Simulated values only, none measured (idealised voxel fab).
Process module heading - voxel self aligned contacts
For reference, the cross-section in this document is cut, with width 285 nm and square cells of 5 nm.
In this document a cross-section is written as a grid of square cells. It is given as a series of bands, listed from the top down, and a band is one or more rows of cells. Per band: top height and bottom height in nm, followed by the left-to-right materials and their widths in nm; "all across" marks a single material spanning edge to edge, "empty" marks empty space. Heads up on the height convention: 0 is the point under which the incoming wafer is all one material, and the lowest band has no bottom, it just keeps going down, like "from 0 down". With a width like "30..40", each row of cells in the band differs from the next by the same amount, the top row carrying the first number and the bottom row the second. Key: "no alterations made" - step with no changed cell in the cross-section. For the entry "Encapsulated voids", the listed items are empty spaces with no open way to the top whose size is 8 cells or more; each item follows the pattern width x height at distance, where distance is from the left edge and all three are in nm. On a step's line, text after the settings is the simulator commenting on that step. For masked steps, "overlay nm" on the step line gives how far right of plan the mask actually lay; a minus sign means it lay to the left.

THE PLANNED PROCESS STEPS ARE ENUMERATED HEREUNDER
1 RECEIVE: material Si
2 OXIDIZE: depth nm 5
3 DIRECTIONAL_DEP: material polySi, thk nm 30
4 DIRECTIONAL_DEP: material SiN, thk nm 20
5 MASKED_ETCH: tone cover, mask id GATE, width nm 25, pitch nm 70, etch materials SiN, depth nm 20, overlay nm -15
6 MASKED_ETCH: tone cover, mask id GATE, width nm 25, pitch nm 70, etch materials polySi, depth nm 30, overlay nm 0
7 CONFORMAL_DEP: material SiN, thk nm 10
8 DIRECTIONAL_ETCH: etch materials SiN, depth nm 10
9 FILL_DEP: material SiO2, thk nm 20
10 CMP: height nm 60
11 DIRECTIONAL_DEP: material aC, thk nm 10
12 PATTERN: tone open, mask id CONTACT, material resist, width nm 55, pitch nm 70, thk nm 30, overlay nm 0
13 DIRECTIONAL_ETCH: etch materials aC, depth nm 10
14 STRIP: etch materials resist
15 DIRECTIONAL_ETCH: etch materials SiO2, depth nm 65
16 STRIP: etch materials aC
17 CONFORMAL_DEP: material TiN, thk nm 5
18 FILL_DEP: material W, thk nm 10
19 CMP: height nm 60
20 CONFORMAL_DEP: material SiN, thk nm 5
Variable across wafers: step 5 overlay nm (plan value is that of the first wafer; starting state common to all).

THE AS-RECEIVED CROSS-SECTION OF THE FIRST OF SEVERAL WAFERS CORRESPONDS TO THE STATE AFTER STEP 1
- from 0 down | Si all across
- Encapsulated voids: none

THE FIRST OF SEVERAL WAFERS, SEEN IN CROSS-SECTION AFTER THE MODULE'S LAST STEP, STEP 20
- from 65 to 60 | SiN all across
- from 60 to 50 | 80 SiO2; 5 TiN; 45..15 W; 5..35 TiN; 15 SiO2; 5 TiN; 45..15 W; 5..35 TiN; 80 SiO2
- from 50 to 35 | 35 SiO2; 45 SiN; 5 TiN; 15 W; 5 TiN; 45 SiN; 5 TiN; 15 W; 5 TiN; 45 SiN; 65 SiO2
- from 35 to 30 | 35 SiO2; 45 SiN; 25 TiN; 45 SiN; 25 TiN; 45 SiN; 65 SiO2
- from 30 to 0 | 35 SiO2; 10 SiN; 40 polySi; 10 SiN; 10 TiN; 10 SiN; 40 polySi; 10 SiN; 10 TiN; 10 SiN; 40 polySi; 10 SiN; 50 SiO2
- from 0 to -5 | 95 SiO2; 10 TiN; 60 SiO2; 10 TiN; 110 SiO2
- from -5 down | Si all across
- Encapsulated voids: none

CROSS-SECTION, LAST WAFER, MODULE COMPLETION
- from 65 to 60 | SiN all across
- from 60 to 50 | 80 SiO2; 5..35 TiN; 45..15 W; 5 TiN; 15 SiO2; 5..35 TiN; 45..15 W; 5 TiN; 80 SiO2
- from 50 to 35 | 65 SiO2; 45 SiN; 5 TiN; 15 W; 5 TiN; 45 SiN; 5 TiN; 15 W; 5 TiN; 45 SiN; 35 SiO2
- from 35 to 30 | 65 SiO2; 45 SiN; 25 TiN; 45 SiN; 25 TiN; 45 SiN; 35 SiO2
- from 30 to 0 | 50 SiO2; 10 SiN; 40 polySi; 10 SiN; 10 TiN; 10 SiN; 40 polySi; 10 SiN; 10 TiN; 10 SiN; 40 polySi; 10 SiN; 35 SiO2
- from 0 to -5 | 110 SiO2; 10 TiN; 60 SiO2; 10 TiN; 95 SiO2
- from -5 down | Si all across
- Encapsulated voids: none

WAFER ROWS, END OF MODULE: CELLS PER MATERIAL GAINED (+) OR LOST (-) SINCE RECEIPT; CLOSED VOIDS LAST
overlay nm -15; -57 Si; +237 SiN; +305 SiO2; +70 TiN; +42 W; +144 polySi; Encapsulated voids: none
overlay nm -10; -57 Si; +237 SiN; +309 SiO2; +70 TiN; +56 W; +126 polySi; Encapsulated voids: none
overlay nm -5; -57 Si; +237 SiN; +313 SiO2; +70 TiN; +70 W; +108 polySi; Encapsulated voids: none
overlay nm 0; -57 Si; +237 SiN; +317 SiO2; +70 TiN; +84 W; +90 polySi; Encapsulated voids: none
overlay nm 5; -57 Si; +237 SiN; +313 SiO2; +70 TiN; +70 W; +108 polySi; Encapsulated voids: none
overlay nm 10; -57 Si; +237 SiN; +309 SiO2; +70 TiN; +56 W; +126 polySi; Encapsulated voids: none
overlay nm 15; -57 Si; +237 SiN; +305 SiO2; +70 TiN; +42 W; +144 polySi; Encapsulated voids: none
